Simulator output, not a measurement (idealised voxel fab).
The name of this process module is voxel self aligned vias.
Cross-section cut: width 140 nm, square cells of 5 nm.
Bands, listed from the top down, are how a cross-section gets written in this document; the cross-section itself is a grid of square cells, and a band is one or more rows of them. Read a band's entry like this: the first values are the height of its top and the height of its bottom in nm, and what follows is the sequence of materials from left to right, each with its width in nm. Note that "blank" is empty space, and that a single material marked "all across" reaches across the band from edge to edge. Convention: height 0 is the level below which the wafer, as received, is all one material. The lowest band does not terminate at the bottom but continues downward, represented as "from 0 down". A width such as "30 to 40" changes by the same amount from each row of cells to the next, from the band's top row to its bottom row. Any step labelled "nothing different" changed none of the cells in the cross-section. For the entry "Cavities, sealed", the listed items are empty spaces with no open way to the top whose size is 8 cells or more; each item follows the pattern width x height at distance, where distance is from the left edge and all three are in nm. Formally, on a step line, whatever follows the settings is a remark that the simulator itself makes on the step. You can add "overlay nm" to a step's line. For a step with a mask, it describes how far the mask lay to the right of its planned position, and a negative number describes a lay to the left.
-- Process steps foreseen in the plan
1. RECEIVE,material Si
2. CONFORMAL_DEP,material SiO2,thk nm 10
3. CONFORMAL_DEP,material SiCN,thk nm 5
4. DIRECTIONAL_DEP,material lowk,thk nm 30
5. PATTERN,tone open,mask id LINES,material resist,width nm 30,pitch nm 55,thk nm 20,overlay nm 0
6. DIRECTIONAL_ETCH,etch materials lowk,depth nm 30
7. STRIP,etch materials resist
8. CONFORMAL_DEP,material TiN,thk nm 5
9. FILL_DEP,material W,thk nm 10
10. CMP,height nm 40
11. SELECTIVE_ETCH,etch materials W Ru TiN,depth nm 5
12. FILL_DEP,material SiN,thk nm 5
13. CMP,height nm 45
14. DIRECTIONAL_DEP,material lowk,thk nm 20
15. DIRECTIONAL_DEP,material aC,thk nm 15
16. PATTERN,tone open,mask id VIAS,material resist,width nm 40,thk nm 30,overlay nm 0
17. DIRECTIONAL_ETCH,etch materials aC,depth nm 15
18. STRIP,etch materials resist
19. DIRECTIONAL_ETCH,etch materials lowk,depth nm 20
20. DIRECTIONAL_ETCH,etch materials SiN,depth nm 5
21. STRIP,etch materials aC
22. CONFORMAL_DEP,material TiN,thk nm 5
23. FILL_DEP,material W,thk nm 5
24. CMP,height nm 65
25. CONFORMAL_DEP,material SiN,thk nm 5
Quick note for whoever runs this: the wafers start identical, but the height nm at step 10 isn't the same across them. The plan just shows what the first wafer had.
-- As-received state after step 1, first of several wafers, cross-section
from 0 down | Si all across
Cavities, sealed: none
-- Per wafer (row), end of module: delta in cells per material since receipt, (+) for gained, (-) for lost; closed voids after that
height nm 40; +28 SiCN; +60 SiN; +56 SiO2; +40 TiN; +48 W; +160 lowk; Cavities, sealed: none
height nm 45; +28 SiCN; +34 SiN; +56 SiO2; +44 TiN; +54 W; +176 lowk; Cavities, sealed: none
height nm 50; +28 SiCN; +28 SiN; +56 SiO2; +46 TiN; +58 W; +176 lowk; Cavities, sealed: none
height nm 55; +28 SiCN; +28 SiN; +56 SiO2; +46 TiN; +58 W; +176 lowk; Cavities, sealed: none
height nm 60; +28 SiCN; +28 SiN; +56 SiO2; +46 TiN; +58 W; +176 lowk; Cavities, sealed: none
